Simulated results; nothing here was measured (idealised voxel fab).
process module | voxel plated lines
cross-section cut | 240 nm wide | cells 5 nm
A cross-section is a grid of square cells, given in bands from the top down. A band is one or more rows of cells.
Each band's line starts with the height of the band's top and of its bottom, in nm. Then come its materials from left to right, each with its width in nm. One material with "throughout" fills the band from edge to edge. "air" is empty space.
Height 0 is the level under which the wafer as received is all one material. The lowest band goes on downwards, as in "0 down".
A width such as "30 to 40" changes by the same amount from each row of cells to the next, from the band's top row to its bottom row.
"no change" after a step means that no cell of the cross-section changed.
closed voids: empty space of 8 cells or more with no open way to the top, each as width x height at its distance from the left edge, in nm
after a step's settings: what the simulator itself notes on the step
overlay nm, on a step with a mask: how far to the right of its planned place the mask lay; to the left if negative
plan
1 op RECEIVE | material Si
2 op CONFORMAL_DEP | material SiO2 | thk nm 5
3 op DIRECTIONAL_DEP | material TiN | thk nm 5
4 op PATTERN | tone open | mask id LINES | material resist | width nm 20 | pitch nm 50 | thk nm 15 | overlay nm 0
5 op EPI | material Ru | thk nm 5
6 op STRIP | etch materials resist
7 op DIRECTIONAL_ETCH | etch materials TiN | depth nm 5
8 op CONFORMAL_DEP | material SiN | thk nm 5
first wafer, as planned
as received, after step 1
  0 down: Si throughout
  closed voids: none
after step 2
  5 to 0: SiO2 throughout
  below 0: unchanged
after step 3
  10 to 5: TiN throughout
  below 5: unchanged
after step 4
  25 to 10: resist 35 | air 20 | resist 30 | air 20 | resist 30 | air 20 | resist 30 | air 20 | resist 35
  below 10: unchanged
after step 5
  25 to 15: resist 35 | air 20 | resist 30 | air 20 | resist 30 | air 20 | resist 30 | air 20 | resist 35
  15 to 10: resist 35 | Ru 20 | resist 30 | Ru 20 | resist 30 | Ru 20 | resist 30 | Ru 20 | resist 35
  below 10: unchanged
after step 6
  15 to 10: air 35 | Ru 20 | air 30 | Ru 20 | air 30 | Ru 20 | air 30 | Ru 20 | air 35
  below 10: unchanged
after step 7
  15 to 10: air 35 | Ru 20 | air 30 | Ru 20 | air 30 | Ru 20 | air 30 | Ru 20 | air 35
  10 to 5: air 35 | TiN 20 | air 30 | TiN 20 | air 30 | TiN 20 | air 30 | TiN 20 | air 35
  below 5: unchanged
after step 8
  20 to 15: air 30 | SiN 30 | air 20 | SiN 30 | air 20 | SiN 30 | air 20 | SiN 30 | air 30
  15 to 10: air 30 | SiN 5 | Ru 20 | SiN 5 | air 20 | SiN 5 | Ru 20 | SiN 5 | air 20 | SiN 5 | Ru 20 | SiN 5 | air 20 | SiN 5 | Ru 20 | SiN 5 | air 30
  10 to 5: SiN 35 | TiN 20 | SiN 30 | TiN 20 | SiN 30 | TiN 20 | SiN 30 | TiN 20 | SiN 35
  below 5: unchanged
second wafer: like start, like plan, one mistake. Through step 3 it matches the first wafer
when step 4 should have ended
  25 to 10: resist 45 | air 20 | resist 30 | air 20 | resist 30 | air 20 | resist 30 | air 20 | resist 25
  below 10: unchanged
when step 5 should have ended
  25 to 15: resist 45 | air 20 | resist 30 | air 20 | resist 30 | air 20 | resist 30 | air 20 | resist 25
  15 to 10: resist 45 | Ru 20 | resist 30 | Ru 20 | resist 30 | Ru 20 | resist 30 | Ru 20 | resist 25
  below 10: unchanged
when step 6 should have ended
  15 to 10: air 45 | Ru 20 | air 30 | Ru 20 | air 30 | Ru 20 | air 30 | Ru 20 | air 25
  below 10: unchanged
when step 7 should have ended
  15 to 10: air 45 | Ru 20 | air 30 | Ru 20 | air 30 | Ru 20 | air 30 | Ru 20 | air 25
  10 to 5: air 45 | TiN 20 | air 30 | TiN 20 | air 30 | TiN 20 | air 30 | TiN 20 | air 25
  below 5: unchanged
when step 8 should have ended
  20 to 15: air 40 | SiN 30 | air 20 | SiN 30 | air 20 | SiN 30 | air 20 | SiN 30 | air 20
  15 to 10: air 40 | SiN 5 | Ru 20 | SiN 5 | air 20 | SiN 5 | Ru 20 | SiN 5 | air 20 | SiN 5 | Ru 20 | SiN 5 | air 20 | SiN 5 | Ru 20 | SiN 5 | air 20
  10 to 5: SiN 45 | TiN 20 | SiN 30 | TiN 20 | SiN 30 | TiN 20 | SiN 30 | TiN 20 | SiN 25
  below 5: unchanged
what went wrong: step 4 ran as: op PATTERN | tone open | mask id LINES | material resist | width nm 20 | pitch nm 50 | thk nm 15 | overlay nm 10
at the end the second wafer has, in cells: as many of each material as the first, in other places
